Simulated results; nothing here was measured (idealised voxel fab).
Presented below is a process module, voxel ribs on slabs.
Section cut is 290 nm wide and gridded with 5 nm square cells.
We lay out every cross-section as a grid of square cells and spell it out in bands from the top down, where one band means one or more rows of cells.
Read a band's entry like this: the first values are the height of its top and the height of its bottom in nm, and what follows is the sequence of materials from left to right, each with its width in nm. Note that "empty" is empty space, and that a single material marked "all across" reaches across the band from edge to edge.
Heights from 0 (as-received wafer is one material below). Bottom band endless downward, as "0 down".
Note: "30->40" means the width goes from the first number (top row of the band) to the second number (bottom row) in equal steps per row of cells.
Given "no modification" for a step, no cell of the cross-section differs between before and after that step.
Reported under the label "Sealed internal voids" are the empty spaces having no open way to the top and comprising 8 cells or more; the notation for each is width x height at distance, in which the distance is measured from the left edge and all three values are in nm.
It should be noted that, on the line of a given step, the content following the step's settings is a remark produced by the simulator itself with respect to that step.
overlay nm: step with mask; distance mask lay right of planned place; negative value = left of planned place.
[Process steps (planned)]
step 1: RECEIVE, material Si
step 2: DIRECTIONAL_DEP, material SiO2, thk nm 25
step 3: DIRECTIONAL_DEP, material SiN, thk nm 20
step 4: DIRECTIONAL_DEP, material aC, thk nm 10
step 5: PATTERN, tone cover, mask id RIB, material resist, width nm 30, thk nm 30, overlay nm 0
step 6: DIRECTIONAL_ETCH, etch materials aC, depth nm 10
step 7: STRIP, etch materials resist
step 8: DIRECTIONAL_ETCH, etch materials SiN, depth nm 5
step 9: STRIP, etch materials aC
step 10: PATTERN, tone cover, mask id SLAB, material resist, width nm 90, thk nm 15, overlay nm 0
step 11: DIRECTIONAL_ETCH, etch materials SiN, depth nm 15
step 12: STRIP, etch materials resist
step 13: FILL_DEP, material SiO2, thk nm 20
step 14: CMP, height nm 60
step 15: DIRECTIONAL_DEP, material TiN, thk nm 10
step 16: DIRECTIONAL_DEP, material aC, thk nm 10
step 17: PATTERN, tone cover, mask id HEATER, material resist, width nm 40, thk nm 25, overlay nm 0
step 18: DIRECTIONAL_ETCH, etch materials aC, depth nm 10
step 19: STRIP, etch materials resist
step 20: DIRECTIONAL_ETCH, etch materials TiN, depth nm 10
step 21: STRIP, etch materials aC
step 22: CONFORMAL_DEP, material SiN, thk nm 5
[First of the two wafers, run per plan]
[Cross-sectional view of the wafer in its as-received condition, corresponding to the state after step 1]
- 0 down: Si all across
- Sealed internal voids: none
[The following cross-section depicts the wafer upon completion of step 2]
- 25 to 0: SiO2 all across
- For the remainder of the cross-section, below 0, there is no change.
[The following cross-section depicts the wafer upon completion of step 3]
- 45 to 25: SiN all across
- For the remainder of the cross-section, below 25, there is no change.
[The following cross-section depicts the wafer upon completion of step 4]
- 55 to 45: aC all across
- For the remainder of the cross-section, below 45, there is no change.
[The following cross-section depicts the wafer upon completion of step 5]
- 85 to 55: empty 130  resist 30  empty 130
- For the remainder of the cross-section, below 55, there is no change.
[The following cross-section depicts the wafer upon completion of step 6]
- 75 to 55: empty 130  resist 30  empty 130
- 55 to 45: empty 130  aC 30  empty 130
- For the remainder of the cross-section, below 45, there is no change.
[The following cross-section depicts the wafer upon completion of step 7]
- 55 to 45: empty 130  aC 30  empty 130
- For the remainder of the cross-section, below 45, there is no change.
[The following cross-section depicts the wafer upon completion of step 8]
- 55 to 45: empty 130  aC 30  empty 130
- 45 to 40: empty 130  SiN 30  empty 130
- For the remainder of the cross-section, below 40, there is no change.
[The following cross-section depicts the wafer upon completion of step 9]
- 45 to 40: empty 130  SiN 30  empty 130
- For the remainder of the cross-section, below 40, there is no change.
[The following cross-section depicts the wafer upon completion of step 10]
- 60 to 45: empty 100  resist 90  empty 100
- 45 to 40: empty 100  resist 30  SiN 30  resist 30  empty 100
- For the remainder of the cross-section, below 40, there is no change.
[The following cross-section depicts the wafer upon completion of step 11]
- 60 to 45: empty 100  resist 90  empty 100
- 45 to 40: empty 100  resist 30  SiN 30  resist 30  empty 100
- 40 to 25: empty 100  SiN 90  empty 100
- For the remainder of the cross-section, below 25, there is no change.
[The following cross-section depicts the wafer upon completion of step 12]
- 45 to 40: empty 130  SiN 30  empty 130
- For the remainder of the cross-section, below 40, there is no change.
[The following cross-section depicts the wafer upon completion of step 13]
- 65 to 45: SiO2 all across
- 45 to 40: SiO2 130  SiN 30  SiO2 130
- 40 to 25: SiO2 100  SiN 90  SiO2 100
- For the remainder of the cross-section, below 25, there is no change.
[The following cross-section depicts the wafer upon completion of step 14]
- 60 to 45: SiO2 all across
- For the remainder of the cross-section, below 45, there is no change.
[The following cross-section depicts the wafer upon completion of step 15]
- 70 to 60: TiN all across
- For the remainder of the cross-section, below 60, there is no change.
[The following cross-section depicts the wafer upon completion of step 16]
- 80 to 70: aC all across
- For the remainder of the cross-section, below 70, there is no change.
[The following cross-section depicts the wafer upon completion of step 17]
- 105 to 80: empty 125  resist 40  empty 125
- For the remainder of the cross-section, below 80, there is no change.
[The following cross-section depicts the wafer upon completion of step 18]
- 95 to 80: empty 125  resist 40  empty 125
- 80 to 70: empty 125  aC 40  empty 125
- For the remainder of the cross-section, below 70, there is no change.
[The following cross-section depicts the wafer upon completion of step 19]
- 80 to 70: empty 125  aC 40  empty 125
- For the remainder of the cross-section, below 70, there is no change.
[The following cross-section depicts the wafer upon completion of step 20]
- 80 to 70: empty 125  aC 40  empty 125
- 70 to 60: empty 125  TiN 40  empty 125
- For the remainder of the cross-section, below 60, there is no change.
[The following cross-section depicts the wafer upon completion of step 21]
- 70 to 60: empty 125  TiN 40  empty 125
- For the remainder of the cross-section, below 60, there is no change.
[The following cross-section depicts the wafer upon completion of step 22]
- 75 to 70: empty 120  SiN 50  empty 120
- 70 to 65: empty 120  SiN 5  TiN 40  SiN 5  empty 120
- 65 to 60: SiN 125  TiN 40  SiN 125
- For the remainder of the cross-section, below 60, there is no change.
[Wafer two: like wafer one in start and plan, but with one mistake in execution; identical up to and including step 21]
The second wafer cut through, at the time step 22 was supposed to be finished: no modification
Against the plan, the run slipped here: step 22 of the plan did not run at all; it was left out
End of process, cell counts, second wafer against first, materials with more or fewer: 62 fewer of SiN
